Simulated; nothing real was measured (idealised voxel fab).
process module | voxel wiring stack
cross-section cut | 270 nm wide | cells 5 nm
A cross-section is a grid of square cells, given in bands from the top down. A band is one or more rows of cells.
Each band's line starts with the height of the band's top and of its bottom, in nm. Then come its materials from left to right, each with its width in nm. One material with "throughout" fills the band from edge to edge. "air" is empty space.
Height 0 is the level under which the wafer as received is all one material. The lowest band goes on downwards, as in "0 down".
A width such as "30 to 40" changes by the same amount from each row of cells to the next, from the band's top row to its bottom row.
"no change" after a step means that no cell of the cross-section changed.
closed voids: empty space of 8 cells or more with no open way to the top, each as width x height at its distance from the left edge, in nm
after a step's settings: what the simulator itself notes on the step
overlay nm, on a step with a mask: how far to the right of its planned place the mask lay; to the left if negative
plan
1 op RECEIVE | material Si
2 op CONFORMAL_DEP | material SiO2 | thk nm 15
3 op CONFORMAL_DEP | material SiCN | thk nm 5
4 op DIRECTIONAL_DEP | material SiO2 | thk nm 25
5 op MASKED_ETCH | tone open | mask id METAL_1 | width nm 20 | pitch nm 40 | etch materials SiO2 | depth nm 25 | overlay nm 0
6 op MASKED_ETCH | tone open | mask id METAL_1 | width nm 20 | pitch nm 40 | etch materials SiCN | depth nm 5 | overlay nm 0
7 op CONFORMAL_DEP | material TiN | thk nm 5
8 op FILL_DEP | material Cu | thk nm 5
9 op CMP | height nm 45
10 op EPI | material Ru | thk nm 5
11 op FILL_DEP | material SiCN | thk nm 5
12 op DIRECTIONAL_DEP | material lowk | thk nm 10
13 op MASKED_ETCH | tone open | mask id PLUG_1 | width nm 15 | pitch nm 40 | etch materials lowk | depth nm 10 | overlay nm 0
14 op MASKED_ETCH | tone open | mask id PLUG_1 | width nm 15 | pitch nm 40 | etch materials SiCN | depth nm 5 | overlay nm -15
15 op CONFORMAL_DEP | material TiN | thk nm 5
16 op FILL_DEP | material W | thk nm 10
17 op CMP | height nm 65
18 op DIRECTIONAL_DEP | material TiN | thk nm 5
19 op DIRECTIONAL_DEP | material W | thk nm 25
20 op MASKED_ETCH | tone cover | mask id METAL_2 | width nm 20 | pitch nm 40 | etch materials W | depth nm 25 | overlay nm 0
21 op MASKED_ETCH | tone cover | mask id METAL_2 | width nm 20 | pitch nm 40 | etch materials TiN | depth nm 5 | overlay nm 0
22 op CONFORMAL_DEP | material SiCN | thk nm 5
23 op FILL_DEP | material lowk | thk nm 10
24 op CMP | height nm 95
25 op CONFORMAL_DEP | material SiCN | thk nm 5
varied across the wafers: overlay nm of step 14. The plan shows the first wafer's value. All wafers start alike
first wafer as received, after step 1
  0 down: Si throughout
  closed voids: none
each wafer at the end: cells of each material gained (+) or lost (-) since it was received, then its closed voids
overlay nm -15 | +20 Cu | +12 Ru | +262 SiCN | +392 SiO2 | +46 TiN | +42 W | +306 lowk | closed voids: none
overlay nm -10 | +20 Cu | +12 Ru | +260 SiCN | +392 SiO2 | +48 TiN | +42 W | +306 lowk | closed voids: none
overlay nm -5 | +20 Cu | +12 Ru | +258 SiCN | +392 SiO2 | +50 TiN | +42 W | +306 lowk | closed voids: none
overlay nm 0 | +20 Cu | +12 Ru | +256 SiCN | +392 SiO2 | +50 TiN | +44 W | +306 lowk | closed voids: none
overlay nm 5 | +20 Cu | +12 Ru | +258 SiCN | +392 SiO2 | +50 TiN | +42 W | +306 lowk | closed voids: none
overlay nm 10 | +20 Cu | +12 Ru | +260 SiCN | +392 SiO2 | +48 TiN | +42 W | +306 lowk | closed voids: none
overlay nm 15 | +20 Cu | +12 Ru | +262 SiCN | +392 SiO2 | +46 TiN | +42 W | +306 lowk | closed voids: none
